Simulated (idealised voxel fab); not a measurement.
Process module, titled voxel fin reveal
Cross-sectional view cut (width: 265 nm; square cell size: 5 nm).
In this document a cross-section is written as a grid of square cells. It is given as a series of bands, listed from the top down, and a band is one or more rows of cells. Basically the band line says how high the top is and how high the bottom is, in nm, and then what's in it from left to right, every material with its width in nm. Empty space shows up as "empty", and if a single material carries "throughout" it runs the full band edge to edge. Heights are expressed relative to 0, this being the level below which the as-received wafer comprises one material exclusively. The lowest band is unbounded in the downward direction and is denoted as in "0..down". Graded width ("30..40"): value in top row of band = first number; value in bottom row = second number; row-to-row change constant. Step note "identical to before" = no cross-section cell changed. Entry "Encapsulated voids". Content: empty spaces with no open connection to the top, size 8 cells or greater. Each: width x height at distance. Distance: from left edge. Unit: nm. If you see something after the settings on a step's line, that's the simulator's own remark about that step. overlay nm: step with mask; distance mask lay right of planned place; negative value = left of planned place.
# The following list gives the planned process steps
step 1: RECEIVE, material Si
step 2: CONFORMAL_DEP, material SiN, thk nm 5
step 3: PATTERN, tone cover, mask id FINS, material resist, width nm 15, pitch nm 45, thk nm 15, overlay nm 0
step 4: DIRECTIONAL_ETCH, etch materials SiN, depth nm 5
step 5: DIRECTIONAL_ETCH, etch materials Si, depth nm 30
step 6: STRIP, etch materials resist
step 7: OXIDIZE, depth nm 5
step 8: FILL_DEP, material SiO2, thk nm 15
step 9: CMP, height nm 5
step 10: SELECTIVE_ETCH, etch materials SiO2, depth nm 15
step 11: STRIP, etch materials SiN
step 12: CONFORMAL_DEP, material SiO2, thk nm 5
# First wafer, two in total, run as planned
# So this is the incoming wafer in cross-section - it's already been through step 1
* 0..down = Si throughout
* Encapsulated voids: none
# Upon completion of step 2, the wafer appears in cross-section as shown
* 5..0 = SiN throughout
* For the remainder of the cross-section, below 0, there is no change.
# Upon completion of step 3, the wafer appears in cross-section as shown
* 20..5 = empty: 55  resist: 15  empty: 30  resist: 15  empty: 30  resist: 15  empty: 30  resist: 15  empty: 60
* For the remainder of the cross-section, below 5, there is no change.
# Upon completion of step 4, the wafer appears in cross-section as shown
* 20..5 = empty: 55  resist: 15  empty: 30  resist: 15  empty: 30  resist: 15  empty: 30  resist: 15  empty: 60
* 5..0 = empty: 55  SiN: 15  empty: 30  SiN: 15  empty: 30  SiN: 15  empty: 30  SiN: 15  empty: 60
* For the remainder of the cross-section, below 0, there is no change.
# Upon completion of step 5, the wafer appears in cross-section as shown
* 20..5 = empty: 55  resist: 15  empty: 30  resist: 15  empty: 30  resist: 15  empty: 30  resist: 15  empty: 60
* 5..0 = empty: 55  SiN: 15  empty: 30  SiN: 15  empty: 30  SiN: 15  empty: 30  SiN: 15  empty: 60
* 0..-30 = empty: 55  Si: 15  empty: 30  Si: 15  empty: 30  Si: 15  empty: 30  Si: 15  empty: 60
* For the remainder of the cross-section, below -30, there is no change.
# Upon completion of step 6, the wafer appears in cross-section as shown
* 5..0 = empty: 55  SiN: 15  empty: 30  SiN: 15  empty: 30  SiN: 15  empty: 30  SiN: 15  empty: 60
* For the remainder of the cross-section, below 0, there is no change.
# Upon completion of step 7, the wafer appears in cross-section as shown
* 5..0 = empty: 55  SiN: 15  empty: 30  SiN: 15  empty: 30  SiN: 15  empty: 30  SiN: 15  empty: 60
* 0..-30 = empty: 55  SiO2: 5  Si: 5  SiO2: 5  empty: 30  SiO2: 5  Si: 5  SiO2: 5  empty: 30  SiO2: 5  Si: 5  SiO2: 5  empty: 30  SiO2: 5  Si: 5  SiO2: 5  empty: 60
* -30..-35 = SiO2: 60  Si: 5  SiO2: 40  Si: 5  SiO2: 40  Si: 5  SiO2: 40  Si: 5  SiO2: 65
* For the remainder of the cross-section, below -35, there is no change.
# Upon completion of step 8, the wafer appears in cross-section as shown
* 20..5 = SiO2 throughout
* 5..0 = SiO2: 55  SiN: 15  SiO2: 30  SiN: 15  SiO2: 30  SiN: 15  SiO2: 30  SiN: 15  SiO2: 60
* 0..-35 = SiO2: 60  Si: 5  SiO2: 40  Si: 5  SiO2: 40  Si: 5  SiO2: 40  Si: 5  SiO2: 65
* For the remainder of the cross-section, below -35, there is no change.
# Upon completion of step 9, the wafer appears in cross-section as shown
* 5..0 = SiO2: 55  SiN: 15  SiO2: 30  SiN: 15  SiO2: 30  SiN: 15  SiO2: 30  SiN: 15  SiO2: 60
* For the remainder of the cross-section, below 0, there is no change.
# Upon completion of step 10, the wafer appears in cross-section as shown
* 5..0 = empty: 55  SiN: 15  empty: 30  SiN: 15  empty: 30  SiN: 15  empty: 30  SiN: 15  empty: 60
* 0..-10 = empty: 60  Si: 5  empty: 40  Si: 5  empty: 40  Si: 5  empty: 40  Si: 5  empty: 65
* For the remainder of the cross-section, below -10, there is no change.
# Upon completion of step 11, the wafer appears in cross-section as shown
* 0..-10 = empty: 60  Si: 5  empty: 40  Si: 5  empty: 40  Si: 5  empty: 40  Si: 5  empty: 65
* For the remainder of the cross-section, below -10, there is no change.
# Upon completion of step 12, the wafer appears in cross-section as shown
* 5..0 = empty: 55  SiO2: 15  empty: 30  SiO2: 15  empty: 30  SiO2: 15  empty: 30  SiO2: 15  empty: 60
* 0..-5 = empty: 55  SiO2: 5  Si: 5  SiO2: 5  empty: 30  SiO2: 5  Si: 5  SiO2: 5  empty: 30  SiO2: 5  Si: 5  SiO2: 5  empty: 30  SiO2: 5  Si: 5  SiO2: 5  empty: 60
* -5..-35 = SiO2: 60  Si: 5  SiO2: 40  Si: 5  SiO2: 40  Si: 5  SiO2: 40  Si: 5  SiO2: 65
* For the remainder of the cross-section, below -35, there is no change.
# Second Wafer (Identical Start and Plan, One Processing Error; Matches First Wafer Through Step 10)
# Second wafer profile in section, at the moment step 11 of the plan was meant to be complete
* 5..0 = empty: 55  SiN: 15  empty: 30  SiN: 15  empty: 30  SiN: 15  empty: 30  SiN: 15  empty: 60
* 0..-35 = empty: 60  Si: 5  empty: 40  Si: 5  empty: 40  Si: 5  empty: 40  Si: 5  empty: 65
* For the remainder of the cross-section, below -35, there is no change.
# Second wafer profile in section, at the moment step 12 of the plan was meant to be complete
* 10..5 = empty: 50  SiO2: 25  empty: 20  SiO2: 25  empty: 20  SiO2: 25  empty: 20  SiO2: 25  empty: 55
* 5..0 = empty: 50  SiO2: 5  SiN: 15  SiO2: 5  empty: 20  SiO2: 5  SiN: 15  SiO2: 5  empty: 20  SiO2: 5  SiN: 15  SiO2: 5  empty: 20  SiO2: 5  SiN: 15  SiO2: 5  empty: 55
* 0..-5 = empty: 50  SiO2: 10  Si: 5  SiO2: 10  empty: 20  SiO2: 10  Si: 5  SiO2: 10  empty: 20  SiO2: 10  Si: 5  SiO2: 10  empty: 20  SiO2: 10  Si: 5  SiO2: 10  empty: 55
* -5..-30 = empty: 55  SiO2: 5  Si: 5  SiO2: 5  empty: 30  SiO2: 5  Si: 5  SiO2: 5  empty: 30  SiO2: 5  Si: 5  SiO2: 5  empty: 30  SiO2: 5  Si: 5  SiO2: 5  empty: 60
* -30..-35 = SiO2: 60  Si: 5  SiO2: 40  Si: 5  SiO2: 40  Si: 5  SiO2: 40  Si: 5  SiO2: 65
* For the remainder of the cross-section, below -35, there is no change.
What broke from the plan during processing? step 11 off recipe, ran as STRIP, etch materials SiO2
It is noted that, at the conclusion of processing, the second wafer exhibits a higher or lower cell count for certain materials relative to the first: +12 SiN; -181 SiO2
